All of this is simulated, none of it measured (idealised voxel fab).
process module | voxel gate over fins
cross-section cut | 280 nm wide | cells 5 nm
A cross-section is a grid of square cells, given in bands from the top down. A band is one or more rows of cells.
Each band's line starts with the height of the band's top and of its bottom, in nm. Then come its materials from left to right, each with its width in nm. One material with "throughout" fills the band from edge to edge. "air" is empty space.
Height 0 is the level under which the wafer as received is all one material. The lowest band goes on downwards, as in "0 down".
A width such as "30 to 40" changes by the same amount from each row of cells to the next, from the band's top row to its bottom row.
"no change" after a step means that no cell of the cross-section changed.
closed voids: empty space of 8 cells or more with no open way to the top, each as width x height at its distance from the left edge, in nm
after a step's settings: what the simulator itself notes on the step
overlay nm, on a step with a mask: how far to the right of its planned place the mask lay; to the left if negative
plan
1 op RECEIVE | material Si
2 op CONFORMAL_DEP | material SiN | thk nm 5
3 op PATTERN | tone cover | mask id FINS | material resist | width nm 15 | pitch nm 55 | thk nm 15 | overlay nm 0
4 op DIRECTIONAL_ETCH | etch materials SiN | depth nm 5
5 op DIRECTIONAL_ETCH | etch materials Si | depth nm 35
6 op STRIP | etch materials resist
7 op OXIDIZE | depth nm 5
8 op FILL_DEP | material SiO2 | thk nm 15
9 op CMP | height nm 5
10 op DIRECTIONAL_DEP | material aC | thk nm 10
11 op PATTERN | tone open | mask id RAIL | material resist | width nm 15 | thk nm 25 | overlay nm 0
12 op DIRECTIONAL_ETCH | etch materials aC | depth nm 10
13 op STRIP | etch materials resist
14 op DIRECTIONAL_ETCH | etch materials SiO2 | depth nm 35
15 op STRIP | etch materials aC
16 op CONFORMAL_DEP | material TiN | thk nm 5
17 op FILL_DEP | material W | thk nm 5
18 op CMP | height nm 5
19 op SELECTIVE_ETCH | etch materials W Ru TiN | depth nm 25
20 op FILL_DEP | material SiO2 | thk nm 5
21 op CMP | height nm 5
22 op SELECTIVE_ETCH | etch materials SiO2 | depth nm 15
23 op STRIP | etch materials SiN
24 op CONFORMAL_DEP | material HfO2 | thk nm 5
25 op CONFORMAL_DEP | material TiN | thk nm 5
26 op CONFORMAL_DEP | material TiAl | thk nm 5
27 op CONFORMAL_DEP | material TiN | thk nm 5
28 op FILL_DEP | material W | thk nm 15
29 op CMP | height nm 30
30 op CONFORMAL_DEP | material SiN | thk nm 5
as received, after step 1
  0 down: Si throughout
  closed voids: none
a wafer at the end: this start, this plan, one mistake
  35 to 30: SiN throughout
  30 to 20: W throughout
  20 to 15: TiN throughout
  15 to 10: TiAl throughout
  10 to 5: TiN 80 | TiAl 5 | TiN 50 | TiAl 5 | TiN 50 | TiAl 5 | TiN 85
  5 to 0: HfO2 75 | TiN 5 | TiAl 5 | TiN 5 | HfO2 40 | TiN 5 | TiAl 5 | TiN 5 | HfO2 40 | TiN 5 | TiAl 5 | TiN 5 | HfO2 80
  0 to -5: Si 70 | HfO2 5 | TiN 15 | HfO2 5 | Si 30 | HfO2 5 | TiN 15 | HfO2 5 | Si 30 | HfO2 5 | TiN 15 | HfO2 5 | Si 75
  -5 to -10: Si 70 | HfO2 25 | Si 30 | HfO2 25 | Si 30 | HfO2 25 | Si 75
  -10 to -40: Si 70 | SiO2 25 | Si 30 | SiO2 25 | Si 30 | SiO2 25 | Si 75
  -40 down: Si throughout
  closed voids: none
what went wrong: step 3 ran as: op PATTERN | tone open | mask id FINS | material resist | width nm 15 | pitch nm 55 | thk nm 15 | overlay nm 0
